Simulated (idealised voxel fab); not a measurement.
Documented hereafter: the process module known as voxel gate over fins.
cross-section cut | 300 nm wide | cells 5 nm
A cross-section in this document is a grid of square cells, and it is written down as bands, the top band listed before the ones below it; a band is made up of one or more rows of cells. What a band's entry tells you: where the top is and where the bottom is, as heights in nm, and after that what lies inside, material by material from left to right, each with its width in nm. Empty space is written as the word "blank", and a single material marked with the word "edge to edge" occupies the band from edge to edge. Heights are measured from 0, the level below which the as-received wafer is all one material; the lowest band has no bottom and continues downward, written as in "0 nm and below". Per-row width for "30 to 40": begins at first number (top row of band), ends at second number (bottom row), increment between rows held constant. Where the words "remains unaltered" appear for a step, the cross-section shows no cell changed by that step; every cell remained as before. Empty spaces counting at least 8 cells and having no open way to the top are listed in "Voids lacking openings". The notation width x height at distance is used for each, the distance being from the left edge and all three values in nm. Past the settings on a step's line: simulator remark, on that step. The "overlay nm" setting may appear on a step's line; for a step that uses a mask, it gives how far to the right of its planned position the mask lay, and a negative value indicates the left.
Below is the list of planned process steps
1. RECEIVE: material Si
2. CONFORMAL_DEP: material SiN, thk nm 10
3. PATTERN: tone cover, mask id FINS, material resist, width nm 15, pitch nm 40, thk nm 15, overlay nm 0
4. DIRECTIONAL_ETCH: etch materials SiN, depth nm 10
5. DIRECTIONAL_ETCH: etch materials Si, depth nm 30
6. STRIP: etch materials resist
7. OXIDIZE: depth nm 5
8. FILL_DEP: material SiO2, thk nm 15
9. CMP: height nm 10
10. SELECTIVE_ETCH: etch materials SiO2, depth nm 20
11. STRIP: etch materials SiN
12. CONFORMAL_DEP: material HfO2, thk nm 5
13. CONFORMAL_DEP: material TiN, thk nm 5
14. CONFORMAL_DEP: material TiAl, thk nm 5
15. CONFORMAL_DEP: material TiN, thk nm 5
16. FILL_DEP: material W, thk nm 10
17. CMP: height nm 25
18. CONFORMAL_DEP: material SiN, thk nm 10
as received, after step 1
* 0 nm and below: Si edge to edge
* Voids lacking openings: none
What the wafer looks like in cross-section after this module, when it starts as shown above and follows the plan above but one mistake is made in running it
* 40 nm to 25 nm: SiN edge to edge
* 25 nm to 20 nm: W edge to edge
* 20 nm to 15 nm: 105 nm W; 85 nm TiN; 110 nm W
* 15 nm to 10 nm: 105 nm W; 5 nm TiN; 35 nm TiAl; 5 nm TiN; 35 nm TiAl; 5 nm TiN; 110 nm W
* 10 nm to 5 nm: 110 nm TiN; 5 nm TiAl; 25 nm TiN; 5 nm TiAl; 5 nm TiN; 5 nm TiAl; 25 nm TiN; 5 nm TiAl; 115 nm TiN
* 5 nm to 0 nm: 115 nm TiAl; 5 nm TiN; 15 nm HfO2; 5 nm TiN; 15 nm TiAl; 5 nm TiN; 15 nm HfO2; 5 nm TiN; 120 nm TiAl
* 0 nm to -5 nm: 120 nm TiN; 5 nm HfO2; 5 nm Si; 5 nm HfO2; 25 nm TiN; 5 nm HfO2; 5 nm Si; 5 nm HfO2; 125 nm TiN
* -5 nm to -10 nm: 125 nm HfO2; 5 nm Si; 35 nm HfO2; 5 nm Si; 130 nm HfO2
* -10 nm to -35 nm: 125 nm SiO2; 5 nm Si; 35 nm SiO2; 5 nm Si; 130 nm SiO2
* -35 nm and below: Si edge to edge
* Voids lacking openings: none
Plan not followed: step 18 ran with different settings than intended, the actual operation and settings being CONFORMAL_DEP: material SiN, thk nm 15
